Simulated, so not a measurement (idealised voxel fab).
Process module name: voxel gate over fins
Displayed cross-section: cut, width of 240 nm, square cells sized 5 nm.
Cross-section, as written here: a square-cell grid given band by band from the top down, where a band holds one or more rows of cells.
Within each band entry, the heights of the top and of the bottom of the band appear first, in that order and in nm; the materials of the band then follow from left to right, each with its corresponding width in nm. The designation "everywhere" on a single material indicates that it fills the band from edge to edge; the designation "empty" indicates empty space.
Where do heights start? At 0: under that level the wafer as delivered is made of one material only. And the lowest band has no floor; it just carries on downward, as in "0 -> down".
Width "30->40": first value at the band's top row of cells, second value at its bottom row, equal change from row to row.
Take "no modification" at face value: in the step it is given for, the cross-section changed in none of its cells.
"Encapsulated voids" means: voids of 8 cells or more that are shut off from the top with no open way through. Written width x height at distance, distance from the left edge, in nm.
Read whatever lies past the settings on a step's line as the simulator's own remark about the step.
Each step line may optionally specify "overlay nm", which for a step with a mask gives the rightward distance between the mask's planned place and where it lay, a negative value indicating the leftward direction.

### Set out below are the planned steps of the process
1. RECEIVE with material Si
2. CONFORMAL_DEP with material SiN, thk nm 10
3. MASKED_ETCH with tone cover, mask id FINS, width nm 15, pitch nm 50, etch materials SiN, depth nm 10, overlay nm 0
4. MASKED_ETCH with tone cover, mask id FINS, width nm 15, pitch nm 50, etch materials Si, depth nm 40, overlay nm 0
5. FILL_DEP with material SiO2, thk nm 5
6. CMP with height nm 10
7. MASKED_ETCH with tone open, mask id RAIL, width nm 15, etch materials SiO2, depth nm 45, overlay nm 0
8. CONFORMAL_DEP with material TiN, thk nm 5
9. FILL_DEP with material Ru, thk nm 5
10. CMP with height nm 10
11. SELECTIVE_ETCH with etch materials W Ru TiN, depth nm 30
12. FILL_DEP with material SiO2, thk nm 5
13. CMP with height nm 10
14. SELECTIVE_ETCH with etch materials SiO2, depth nm 20
15. STRIP with etch materials SiN
16. CONFORMAL_DEP with material HfO2, thk nm 5
17. CONFORMAL_DEP with material TiN, thk nm 5
18. FILL_DEP with material W, thk nm 15
19. CMP with height nm 20
20. CONFORMAL_DEP with material SiN, thk nm 10

### Wafer cross-section on receipt, i.e. after step 1
- 0 -> down = Si everywhere
- Encapsulated voids: none

### Final wafer profile in cross-section after the module, from the same start and plan as above, with one mistake made during processing
- 25 -> 20 = SiN everywhere
- 20 -> 10 = W everywhere
- 10 -> 5 = W: 50 / TiN: 35 / W: 15 / TiN: 35 / W: 15 / TiN: 35 / W: 55
- 5 -> 0 = W: 50 / TiN: 5 / HfO2: 25 / TiN: 5 / W: 15 / TiN: 5 / HfO2: 25 / TiN: 5 / W: 15 / TiN: 5 / HfO2: 25 / TiN: 5 / W: 55
- 0 -> -5 = TiN: 55 / HfO2: 5 / Si: 15 / HfO2: 5 / TiN: 25 / HfO2: 5 / Si: 15 / HfO2: 5 / TiN: 25 / HfO2: 5 / Si: 15 / HfO2: 5 / TiN: 60
- -5 -> -10 = HfO2: 60 / Si: 15 / HfO2: 35 / Si: 15 / HfO2: 35 / Si: 15 / HfO2: 65
- -10 -> -20 = SiO2: 60 / Si: 15 / SiO2: 35 / Si: 15 / SiO2: 35 / Si: 15 / SiO2: 65
- -20 -> -30 = SiO2: 60 / Si: 15 / SiO2: 10 / TiN: 5 / Ru: 5 / TiN: 5 / SiO2: 10 / Si: 15 / SiO2: 35 / Si: 15 / SiO2: 65
- -30 -> -35 = SiO2: 60 / Si: 15 / SiO2: 10 / TiN: 15 / SiO2: 10 / Si: 15 / SiO2: 35 / Si: 15 / SiO2: 65
- -35 -> -40 = SiO2: 60 / Si: 15 / SiO2: 35 / Si: 15 / SiO2: 35 / Si: 15 / SiO2: 65
- -40 -> down = Si everywhere
- Encapsulated voids: none
Against the plan, the run slipped here: step 20, actual vs plan mismatch, actual run CONFORMAL_DEP with material SiN, thk nm 5
